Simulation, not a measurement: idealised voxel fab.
process module | voxel self aligned contacts
cross-section cut | 175 nm wide | cells 5 nm
A cross-section is a grid of square cells, given in bands from the top down. A band is one or more rows of cells.
Each band's line starts with the height of the band's top and of its bottom, in nm. Then come its materials from left to right, each with its width in nm. One material with "throughout" fills the band from edge to edge. "air" is empty space.
Height 0 is the level under which the wafer as received is all one material. The lowest band goes on downwards, as in "0 down".
A width such as "30 to 40" changes by the same amount from each row of cells to the next, from the band's top row to its bottom row.
"no change" after a step means that no cell of the cross-section changed.
closed voids: empty space of 8 cells or more with no open way to the top, each as width x height at its distance from the left edge, in nm
after a step's settings: what the simulator itself notes on the step
overlay nm, on a step with a mask: how far to the right of its planned place the mask lay; to the left if negative
plan
1 op RECEIVE | material Si
2 op CONFORMAL_DEP | material SiO2 | thk nm 5
3 op DIRECTIONAL_DEP | material polySi | thk nm 25
4 op DIRECTIONAL_DEP | material SiN | thk nm 15
5 op DIRECTIONAL_DEP | material aC | thk nm 10
6 op PATTERN | tone cover | mask id GATE | material resist | width nm 30 | pitch nm 55 | thk nm 30 | overlay nm 0
7 op DIRECTIONAL_ETCH | etch materials aC | depth nm 10
8 op STRIP | etch materials resist
9 op DIRECTIONAL_ETCH | etch materials SiN | depth nm 15
10 op DIRECTIONAL_ETCH | etch materials polySi | depth nm 25
11 op STRIP | etch materials aC
12 op CONFORMAL_DEP | material SiN | thk nm 5
13 op DIRECTIONAL_ETCH | etch materials SiN | depth nm 5
14 op FILL_DEP | material SiO2 | thk nm 20
15 op CMP | height nm 55
16 op MASKED_ETCH | tone open | mask id CONTACT | width nm 35 | etch materials SiO2 | depth nm 55 | overlay nm 0
17 op CONFORMAL_DEP | material TiN | thk nm 5
18 op FILL_DEP | material Ru | thk nm 5
19 op CMP | height nm 55
20 op CONFORMAL_DEP | material SiCN | thk nm 5
first wafer, as planned
as received, after step 1
  0 down: Si throughout
  closed voids: none
after step 2
  5 to 0: SiO2 throughout
  below 0: unchanged
after step 3
  30 to 5: polySi throughout
  below 5: unchanged
after step 4
  45 to 30: SiN throughout
  below 30: unchanged
after step 5
  55 to 45: aC throughout
  below 45: unchanged
after step 6
  85 to 55: air 45 | resist 30 | air 25 | resist 30 | air 45
  below 55: unchanged
after step 7
  75 to 55: air 45 | resist 30 | air 25 | resist 30 | air 45
  55 to 45: air 45 | aC 30 | air 25 | aC 30 | air 45
  below 45: unchanged
after step 8
  55 to 45: air 45 | aC 30 | air 25 | aC 30 | air 45
  below 45: unchanged
after step 9
  55 to 45: air 45 | aC 30 | air 25 | aC 30 | air 45
  45 to 30: air 45 | SiN 30 | air 25 | SiN 30 | air 45
  below 30: unchanged
after step 10
  55 to 45: air 45 | aC 30 | air 25 | aC 30 | air 45
  45 to 30: air 45 | SiN 30 | air 25 | SiN 30 | air 45
  30 to 5: air 45 | polySi 30 | air 25 | polySi 30 | air 45
  below 5: unchanged
after step 11
  45 to 30: air 45 | SiN 30 | air 25 | SiN 30 | air 45
  below 30: unchanged
after step 12
  50 to 30: air 40 | SiN 40 | air 15 | SiN 40 | air 40
  30 to 10: air 40 | SiN 5 | polySi 30 | SiN 5 | air 15 | SiN 5 | polySi 30 | SiN 5 | air 40
  10 to 5: SiN 45 | polySi 30 | SiN 25 | polySi 30 | SiN 45
  below 5: unchanged
after step 13
  45 to 30: air 40 | SiN 40 | air 15 | SiN 40 | air 40
  30 to 5: air 40 | SiN 5 | polySi 30 | SiN 5 | air 15 | SiN 5 | polySi 30 | SiN 5 | air 40
  below 5: unchanged
after step 14
  65 to 45: SiO2 throughout
  45 to 30: SiO2 40 | SiN 40 | SiO2 15 | SiN 40 | SiO2 40
  30 to 5: SiO2 40 | SiN 5 | polySi 30 | SiN 5 | SiO2 15 | SiN 5 | polySi 30 | SiN 5 | SiO2 40
  below 5: unchanged
after step 15
  55 to 45: SiO2 throughout
  below 45: unchanged
after step 16
  55 to 45: SiO2 70 | air 35 | SiO2 70
  45 to 30: SiO2 40 | SiN 40 | air 15 | SiN 40 | SiO2 40
  30 to 5: SiO2 40 | SiN 5 | polySi 30 | SiN 5 | air 15 | SiN 5 | polySi 30 | SiN 5 | SiO2 40
  5 to 0: SiO2 80 | air 15 | SiO2 80
  below 0: unchanged
after step 17
  60 to 55: TiN 75 | air 25 | TiN 75
  55 to 45: SiO2 70 | TiN 5 to 15 | air 25 to 5 | TiN 5 to 15 | SiO2 70
  45 to 30: SiO2 40 | SiN 40 | TiN 5 | air 5 | TiN 5 | SiN 40 | SiO2 40
  30 to 5: SiO2 40 | SiN 5 | polySi 30 | SiN 5 | TiN 5 | air 5 | TiN 5 | SiN 5 | polySi 30 | SiN 5 | SiO2 40
  5 to 0: SiO2 80 | TiN 15 | SiO2 80
  below 0: unchanged
after step 18
  65 to 60: Ru throughout
  60 to 55: TiN 75 | Ru 25 | TiN 75
  55 to 45: SiO2 70 | TiN 5 to 15 | Ru 25 to 5 | TiN 5 to 15 | SiO2 70
  45 to 30: SiO2 40 | SiN 40 | TiN 5 | Ru 5 | TiN 5 | SiN 40 | SiO2 40
  30 to 5: SiO2 40 | SiN 5 | polySi 30 | SiN 5 | TiN 5 | Ru 5 | TiN 5 | SiN 5 | polySi 30 | SiN 5 | SiO2 40
  below 5: unchanged
after step 19
  55 to 45: SiO2 70 | TiN 5 to 15 | Ru 25 to 5 | TiN 5 to 15 | SiO2 70
  below 45: unchanged
after step 20
  60 to 55: SiCN throughout
  below 55: unchanged
second wafer: like start, like plan, one mistake. Through step 1 it matches the first wafer
when step 2 should have ended
  5 to 0: SiN throughout
  below 0: unchanged
when step 3 should have ended
  30 to 5: polySi throughout
  below 5: unchanged
when step 4 should have ended
  45 to 30: SiN throughout
  below 30: unchanged
when step 5 should have ended
  55 to 45: aC throughout
  below 45: unchanged
when step 6 should have ended
  85 to 55: air 45 | resist 30 | air 25 | resist 30 | air 45
  below 55: unchanged
when step 7 should have ended
  75 to 55: air 45 | resist 30 | air 25 | resist 30 | air 45
  55 to 45: air 45 | aC 30 | air 25 | aC 30 | air 45
  below 45: unchanged
when step 8 should have ended
  55 to 45: air 45 | aC 30 | air 25 | aC 30 | air 45
  below 45: unchanged
when step 9 should have ended
  55 to 45: air 45 | aC 30 | air 25 | aC 30 | air 45
  45 to 30: air 45 | SiN 30 | air 25 | SiN 30 | air 45
  below 30: unchanged
when step 10 should have ended
  55 to 45: air 45 | aC 30 | air 25 | aC 30 | air 45
  45 to 30: air 45 | SiN 30 | air 25 | SiN 30 | air 45
  30 to 5: air 45 | polySi 30 | air 25 | polySi 30 | air 45
  below 5: unchanged
when step 11 should have ended
  45 to 30: air 45 | SiN 30 | air 25 | SiN 30 | air 45
  below 30: unchanged
when step 12 should have ended
  50 to 30: air 40 | SiN 40 | air 15 | SiN 40 | air 40
  30 to 10: air 40 | SiN 5 | polySi 30 | SiN 5 | air 15 | SiN 5 | polySi 30 | SiN 5 | air 40
  10 to 5: SiN 45 | polySi 30 | SiN 25 | polySi 30 | SiN 45
  below 5: unchanged
when step 13 should have ended
  45 to 30: air 40 | SiN 40 | air 15 | SiN 40 | air 40
  30 to 5: air 40 | SiN 5 | polySi 30 | SiN 5 | air 15 | SiN 5 | polySi 30 | SiN 5 | air 40
  below 5: unchanged
when step 14 should have ended
  65 to 45: SiO2 throughout
  45 to 30: SiO2 40 | SiN 40 | SiO2 15 | SiN 40 | SiO2 40
  30 to 5: SiO2 40 | SiN 5 | polySi 30 | SiN 5 | SiO2 15 | SiN 5 | polySi 30 | SiN 5 | SiO2 40
  below 5: unchanged
when step 15 should have ended
  55 to 45: SiO2 throughout
  below 45: unchanged
when step 16 should have ended
  55 to 45: SiO2 70 | air 35 | SiO2 70
  45 to 30: SiO2 40 | SiN 40 | air 15 | SiN 40 | SiO2 40
  30 to 5: SiO2 40 | SiN 5 | polySi 30 | SiN 5 | air 15 | SiN 5 | polySi 30 | SiN 5 | SiO2 40
  below 5: unchanged
when step 17 should have ended
  60 to 55: TiN 75 | air 25 | TiN 75
  55 to 45: SiO2 70 | TiN 5 to 15 | air 25 to 5 | TiN 5 to 15 | SiO2 70
  45 to 30: SiO2 40 | SiN 40 | TiN 5 | air 5 | TiN 5 | SiN 40 | SiO2 40
  30 to 10: SiO2 40 | SiN 5 | polySi 30 | SiN 5 | TiN 5 | air 5 | TiN 5 | SiN 5 | polySi 30 | SiN 5 | SiO2 40
  10 to 5: SiO2 40 | SiN 5 | polySi 30 | SiN 5 | TiN 15 | SiN 5 | polySi 30 | SiN 5 | SiO2 40
  below 5: unchanged
when step 18 should have ended
  65 to 60: Ru throughout
  60 to 55: TiN 75 | Ru 25 | TiN 75
  55 to 45: SiO2 70 | TiN 5 to 15 | Ru 25 to 5 | TiN 5 to 15 | SiO2 70
  45 to 30: SiO2 40 | SiN 40 | TiN 5 | Ru 5 | TiN 5 | SiN 40 | SiO2 40
  30 to 10: SiO2 40 | SiN 5 | polySi 30 | SiN 5 | TiN 5 | Ru 5 | TiN 5 | SiN 5 | polySi 30 | SiN 5 | SiO2 40
  below 10: unchanged
when step 19 should have ended
  55 to 45: SiO2 70 | TiN 5 to 15 | Ru 25 to 5 | TiN 5 to 15 | SiO2 70
  below 45: unchanged
when step 20 should have ended
  60 to 55: SiCN throughout
  below 55: unchanged
what went wrong: step 2 ran as: op CONFORMAL_DEP | material SiN | thk nm 5
at the end the second wafer has, in cells: 1 fewer of Ru | 35 more of SiN | 32 fewer of SiO2 | 2 fewer of TiN
